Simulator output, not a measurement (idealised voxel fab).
process module | voxel self aligned vias
cross-section cut | 260 nm wide | cells 5 nm
A cross-section is a grid of square cells, given in bands from the top down. A band is one or more rows of cells.
Each band's line starts with the height of the band's top and of its bottom, in nm. Then come its materials from left to right, each with its width in nm. One material with "throughout" fills the band from edge to edge. "air" is empty space.
Height 0 is the level under which the wafer as received is all one material. The lowest band goes on downwards, as in "0 down".
A width such as "30 to 40" changes by the same amount from each row of cells to the next, from the band's top row to its bottom row.
"no change" after a step means that no cell of the cross-section changed.
closed voids: empty space of 8 cells or more with no open way to the top, each as width x height at its distance from the left edge, in nm
after a step's settings: what the simulator itself notes on the step
overlay nm, on a step with a mask: how far to the right of its planned place the mask lay; to the left if negative
plan
1 op RECEIVE | material Si
2 op CONFORMAL_DEP | material SiO2 | thk nm 15
3 op CONFORMAL_DEP | material SiCN | thk nm 5
4 op DIRECTIONAL_DEP | material SiO2 | thk nm 30
5 op PATTERN | tone open | mask id LINES | material resist | width nm 30 | pitch nm 60 | thk nm 20 | overlay nm 0
6 op DIRECTIONAL_ETCH | etch materials SiO2 | depth nm 30
7 op STRIP | etch materials resist
8 op CONFORMAL_DEP | material TiN | thk nm 5
9 op FILL_DEP | material Ru | thk nm 10
10 op CMP | height nm 50
11 op SELECTIVE_ETCH | etch materials W Ru TiN | depth nm 5
12 op FILL_DEP | material SiN | thk nm 10
13 op CMP | height nm 50
14 op DIRECTIONAL_DEP | material SiO2 | thk nm 15
15 op MASKED_ETCH | tone open | mask id VIAS | width nm 40 | pitch nm 60 | etch materials SiO2 | depth nm 15 | overlay nm 0
16 op MASKED_ETCH | tone open | mask id VIAS | width nm 40 | pitch nm 60 | etch materials SiN | depth nm 5 | overlay nm 0
17 op CONFORMAL_DEP | material TiN | thk nm 5
18 op FILL_DEP | material W | thk nm 10
19 op CMP | height nm 65
20 op CONFORMAL_DEP | material SiCN | thk nm 5
as received, after step 1
  0 down: Si throughout
  closed voids: none
first wafer at the end, as planned
  70 to 65: SiCN throughout
  65 to 55: SiO2 50 | TiN 5 | W 30 | TiN 5 | SiO2 20 | TiN 5 | W 30 | TiN 5 | SiO2 20 | TiN 5 | W 30 | TiN 5 | SiO2 50
  55 to 50: SiO2 50 | TiN 10 | W 20 | TiN 10 | SiO2 20 | TiN 10 | W 20 | TiN 10 | SiO2 20 | TiN 10 | W 20 | TiN 10 | SiO2 50
  50 to 45: SiO2 55 | TiN 30 | SiO2 30 | TiN 30 | SiO2 30 | TiN 30 | SiO2 55
  45 to 25: SiO2 55 | TiN 5 | Ru 20 | TiN 5 | SiO2 30 | TiN 5 | Ru 20 | TiN 5 | SiO2 30 | TiN 5 | Ru 20 | TiN 5 | SiO2 55
  25 to 20: SiO2 55 | TiN 30 | SiO2 30 | TiN 30 | SiO2 30 | TiN 30 | SiO2 55
  20 to 15: SiCN throughout
  15 to 0: SiO2 throughout
  0 down: Si throughout
  closed voids: none
second wafer at the end: like start, like plan, one mistake
  70 to 65: SiCN throughout
  65 to 55: W 45 | TiN 5 | SiO2 40 | TiN 5 | W 10 | TiN 5 | SiO2 40 | TiN 5 | W 10 | TiN 5 | SiO2 40 | TiN 5 | W 45
  55 to 50: TiN 50 | SiO2 40 | TiN 20 | SiO2 40 | TiN 20 | SiO2 40 | TiN 50
  50 to 45: SiO2 55 | SiN 30 | SiO2 30 | SiN 30 | SiO2 30 | SiN 30 | SiO2 55
  45 to 25: SiO2 55 | TiN 5 | Ru 20 | TiN 5 | SiO2 30 | TiN 5 | Ru 20 | TiN 5 | SiO2 30 | TiN 5 | Ru 20 | TiN 5 | SiO2 55
  25 to 20: SiO2 55 | TiN 30 | SiO2 30 | TiN 30 | SiO2 30 | TiN 30 | SiO2 55
  20 to 15: SiCN throughout
  15 to 0: SiO2 throughout
  0 down: Si throughout
  closed voids: none
what went wrong: step 15 ran as: op MASKED_ETCH | tone cover | mask id VIAS | width nm 40 | pitch nm 60 | etch materials SiO2 | depth nm 15 | overlay nm 0
at the end the second wafer has, in cells: 18 more of SiN | 12 fewer of SiO2 | 2 fewer of TiN | 4 fewer of W
